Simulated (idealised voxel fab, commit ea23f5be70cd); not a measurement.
Process module in this document: voxel wiring stack
Each square cell in cross-section cut measures 5 nm, and the section as a whole is 165 nm wide.
How to read a cross-section here: the picture is a grid of square cells, written as bands going from the top down, and any band can span one or more rows of cells. Within each band entry, the heights of the top and of the bottom of the band appear first, in that order and in nm; the materials of the band then follow from left to right, each with its corresponding width in nm. The designation "full width" on a single material indicates that it fills the band from edge to edge; the designation "air" indicates empty space. Heights are measured from 0, the level below which the as-received wafer is all one material; the lowest band has no bottom and continues downward, written as in "0 nm and below". A width such as "30 to 40" changes by the same amount from each row of cells to the next, from the band's top row to its bottom row. Take "remains unaltered" at face value: in the step it is given for, the cross-section changed in none of its cells. Listed in "Enclosed cavity list": every empty space of 8 or more cells without an open way to the top. Form: width x height at distance, the distance being from the left edge, all in nm. On a step's line, text after the settings is the simulator commenting on that step. On any step carrying a mask, the "overlay nm" setting, if present on the step's line, tells how far right of its planned place the mask lay; negative values point to the left.

**So here's the lineup of process steps we planned**
| 1 | RECEIVE: material Si |
| 2 | CONFORMAL_DEP: material SiO2, thk nm 10 |
| 3 | DIRECTIONAL_DEP: material TiN, thk nm 5 |
| 4 | DIRECTIONAL_DEP: material W, thk nm 25 |
| 5 | DIRECTIONAL_DEP: material aC, thk nm 10 |
| 6 | PATTERN: tone cover, mask id METAL_1, material resist, width nm 20, pitch nm 35, thk nm 25, overlay nm 0 |
| 7 | DIRECTIONAL_ETCH: etch materials aC, depth nm 10 |
| 8 | STRIP: etch materials resist |
| 9 | DIRECTIONAL_ETCH: etch materials W, depth nm 25 |
| 10 | DIRECTIONAL_ETCH: etch materials TiN, depth nm 5 |
| 11 | STRIP: etch materials aC |
| 12 | CONFORMAL_DEP: material SiN, thk nm 5 |
| 13 | FILL_DEP: material lowk, thk nm 10 |
| 14 | CMP: height nm 40 |
| 15 | CONFORMAL_DEP: material SiCN, thk nm 5 |
| 16 | DIRECTIONAL_DEP: material SiO2, thk nm 15 |
| 17 | PATTERN: tone open, mask id PLUG_1, material resist, width nm 15, pitch nm 70, thk nm 15, overlay nm 0 |
| 18 | DIRECTIONAL_ETCH: etch materials SiO2, depth nm 15 |
| 19 | DIRECTIONAL_ETCH: etch materials SiCN, depth nm 5 |
| 20 | STRIP: etch materials resist |
| 21 | CONFORMAL_DEP: material TiN, thk nm 5 |
| 22 | FILL_DEP: material Cu, thk nm 5 |
| 23 | CMP: height nm 60 |
| 24 | DIRECTIONAL_DEP: material TiN, thk nm 5 |
| 25 | DIRECTIONAL_DEP: material Ru, thk nm 25 |
| 26 | PATTERN: tone cover, mask id METAL_2, material resist, width nm 20, pitch nm 35, thk nm 20, overlay nm 0 |
| 27 | DIRECTIONAL_ETCH: etch materials Ru, depth nm 25 |
| 28 | DIRECTIONAL_ETCH: etch materials TiN, depth nm 5 |
| 29 | STRIP: etch materials resist |
| 30 | FILL_DEP: material SiO2, thk nm 5 |
| 31 | CMP: height nm 90 |
| 32 | CONFORMAL_DEP: material SiN, thk nm 5 |

**The cross-section here shows the wafer as received, i.e. in its state after step 1**
> 0 nm and below = Si full width
> Enclosed cavity list: none

**Cross-section at module end, one run error; start and plan unchanged from above**
> 95 nm to 90 nm = SiN full width
> 90 nm to 65 nm = 20 nm SiO2 / 20 nm Ru / 15 nm SiO2 / 20 nm Ru / 15 nm SiO2 / 20 nm Ru / 15 nm SiO2 / 20 nm Ru / 20 nm SiO2
> 65 nm to 60 nm = 20 nm SiO2 / 20 nm TiN / 15 nm SiO2 / 20 nm TiN / 15 nm SiO2 / 20 nm TiN / 15 nm SiO2 / 20 nm TiN / 20 nm SiO2
> 60 nm to 55 nm = 20 nm SiCN / 15 nm TiN / 55 nm SiCN / 15 nm TiN / 60 nm SiCN
> 55 nm to 40 nm = SiO2 full width
> 40 nm to 15 nm = 15 nm lowk / 5 nm SiN / 20 nm W / 5 nm SiN / 5 nm lowk / 5 nm SiN / 20 nm W / 5 nm SiN / 5 nm lowk / 5 nm SiN / 20 nm W / 5 nm SiN / 5 nm lowk / 5 nm SiN / 20 nm W / 5 nm SiN / 15 nm lowk
> 15 nm to 10 nm = 20 nm SiN / 20 nm TiN / 15 nm SiN / 20 nm TiN / 15 nm SiN / 20 nm TiN / 15 nm SiN / 20 nm TiN / 20 nm SiN
> 10 nm to 0 nm = SiO2 full width
> 0 nm and below = Si full width
> Enclosed cavity list: none
What was done differently from what was planned? deviation from plan: step 16 and step 15 executed in one another's positions
